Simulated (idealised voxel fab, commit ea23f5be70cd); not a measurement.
A process module follows: voxel plated lines.
Cross-sectional view cut (width: 230 nm; square cell size: 5 nm).
Notation: cross-section as square-cell grid; stated in bands, top first, going down; one or more cell rows per band.
Band entry format. Leading values: height of top, height of bottom, nm. Remainder: materials in left-to-right order, each with its width in nm. Special words: "full width" on a single material, which then fills the band edge to edge; "blank", empty space.
Convention: height 0 is the level below which the wafer, as received, is all one material. The lowest band does not terminate at the bottom but continues downward, represented as "0 nm and below".
A width such as "30..40" changes by the same amount from each row of cells to the next, from the band's top row to its bottom row.
No cell of the cross-section changed in a step that is given as "nothing altered".
Reported under the label "Enclosed void entries" are the empty spaces having no open way to the top and comprising 8 cells or more; the notation for each is width x height at distance, in which the distance is measured from the left edge and all three values are in nm.
The remark found on a step's line after its settings is issued by the simulator itself and pertains to that step.
When a step includes a mask, the "overlay nm" setting on its line states how far to the right of its planned place that mask lay, and negative values state how far to the left.
plan
1 RECEIVE with material Si
2 CONFORMAL_DEP with material SiN, thk nm 5
3 DIRECTIONAL_DEP with material TiN, thk nm 5
4 PATTERN with tone open, mask id LINES, material resist, width nm 20, pitch nm 50, thk nm 25, overlay nm 0
5 EPI with material Ru, thk nm 10
6 EPI with material Ru, thk nm 5
7 STRIP with etch materials resist
8 DIRECTIONAL_ETCH with etch materials TiN, depth nm 5
9 CONFORMAL_DEP with material SiCN, thk nm 10
Cross-section: wafer on arrival = after step 1
- 0 nm and below = Si full width
- Enclosed void entries: none
The cross-section shown corresponds to the wafer at the conclusion of the module. The initial structure and the process plan are those presented above; however, one mistake occurred in executing the plan
- 45 nm to 35 nm = 70 blank, 40 SiCN, 10 blank, 40 SiCN, 70 blank
- 35 nm to 15 nm = 70 blank, 10 SiCN, 20 Ru, 10 SiCN, 10 blank, 10 SiCN, 20 Ru, 10 SiCN, 70 blank
- 15 nm to 10 nm = 80 SiCN, 20 Ru, 30 SiCN, 20 Ru, 80 SiCN
- 10 nm to 5 nm = 80 SiCN, 20 TiN, 30 SiCN, 20 TiN, 80 SiCN
- 5 nm to 0 nm = SiN full width
- 0 nm and below = Si full width
- Enclosed void entries: none
What went wrong in running the wafer? plan step 5 ran twice
